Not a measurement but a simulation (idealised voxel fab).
The following process module bears the name voxel self aligned vias.
We display cut, a cross-section 235 nm in width whose square cells are each 5 nm.
Cross-section = grid of square cells, listed top down in bands; band = one or more rows.
Band: top height; bottom height; in nm. Then, left to right: material with width in nm, for each material. "all across": a single material spanning edge to edge. "air": empty space.
Heights from 0 (as-received wafer is one material below). Bottom band endless downward, as "z 0 and below".
A two-number width, for instance "30..40", indicates that the width is equal to the first number in the top row of the band and to the second number in the bottom row, and that it changes by a constant amount per row of cells.
Basically "no change" means that step didn't change any cell in the cross-section.
What "Closed void listing" gives you is every empty space of 8 cells or more that is cut off from the top. Each appears as width x height at distance, with the distance taken from the left edge and width, height and distance all in nm.
Formally, on a step line, whatever follows the settings is a remark that the simulator itself makes on the step.
overlay nm: where the mask lay relative to plan, measured to the right, on steps with a mask; negatives go left.
Plan
1. RECEIVE (material Si)
2. CONFORMAL_DEP (material SiO2; thk nm 10)
3. CONFORMAL_DEP (material SiCN; thk nm 5)
4. DIRECTIONAL_DEP (material lowk; thk nm 20)
5. PATTERN (tone open; mask id LINES; material resist; width nm 25; pitch nm 65; thk nm 15; overlay nm 0)
6. DIRECTIONAL_ETCH (etch materials lowk; depth nm 20)
7. STRIP (etch materials resist)
8. CONFORMAL_DEP (material TiN; thk nm 5)
9. FILL_DEP (material Ru; thk nm 5)
10. CMP (height nm 35)
11. SELECTIVE_ETCH (etch materials W Ru TiN; depth nm 10)
12. FILL_DEP (material SiN; thk nm 10)
13. CMP (height nm 35)
14. DIRECTIONAL_DEP (material lowk; thk nm 20)
15. DIRECTIONAL_DEP (material aC; thk nm 10)
16. PATTERN (tone open; mask id VIAS; material resist; width nm 35; thk nm 30; overlay nm 0)
17. DIRECTIONAL_ETCH (etch materials aC; depth nm 10)
18. STRIP (etch materials resist)
19. DIRECTIONAL_ETCH (etch materials lowk; depth nm 20)
20. DIRECTIONAL_ETCH (etch materials SiN; depth nm 10)
21. STRIP (etch materials aC)
22. CONFORMAL_DEP (material TiN; thk nm 5)
23. FILL_DEP (material W; thk nm 10)
24. CMP (height nm 55)
25. CONFORMAL_DEP (material SiN; thk nm 5)
As received, after step 1
- z 0 and below = Si all across
- Closed void listing: none
What the wafer looks like in cross-section after this module, when it starts as shown above and follows the plan above but one mistake is made in running it
- z 60 to 55 = SiN all across
- z 55 to 50 = W all across
- z 50 to 45 = TiN all across
- z 45 to 35 = lowk all across
- z 35 to 25 = 70 of lowk  25 of SiN  40 of lowk  25 of SiN  75 of lowk
- z 25 to 20 = 70 of lowk  5 of TiN  15 of Ru  5 of TiN  40 of lowk  5 of TiN  15 of Ru  5 of TiN  75 of lowk
- z 20 to 15 = 70 of lowk  25 of TiN  40 of lowk  25 of TiN  75 of lowk
- z 15 to 10 = SiCN all across
- z 10 to 0 = SiO2 all across
- z 0 and below = Si all across
- Closed void listing: none
It is concluded that the wafer was processed incorrectly with respect to the plan, in that step 15 ran as: DIRECTIONAL_DEP (material lowk; thk nm 10)
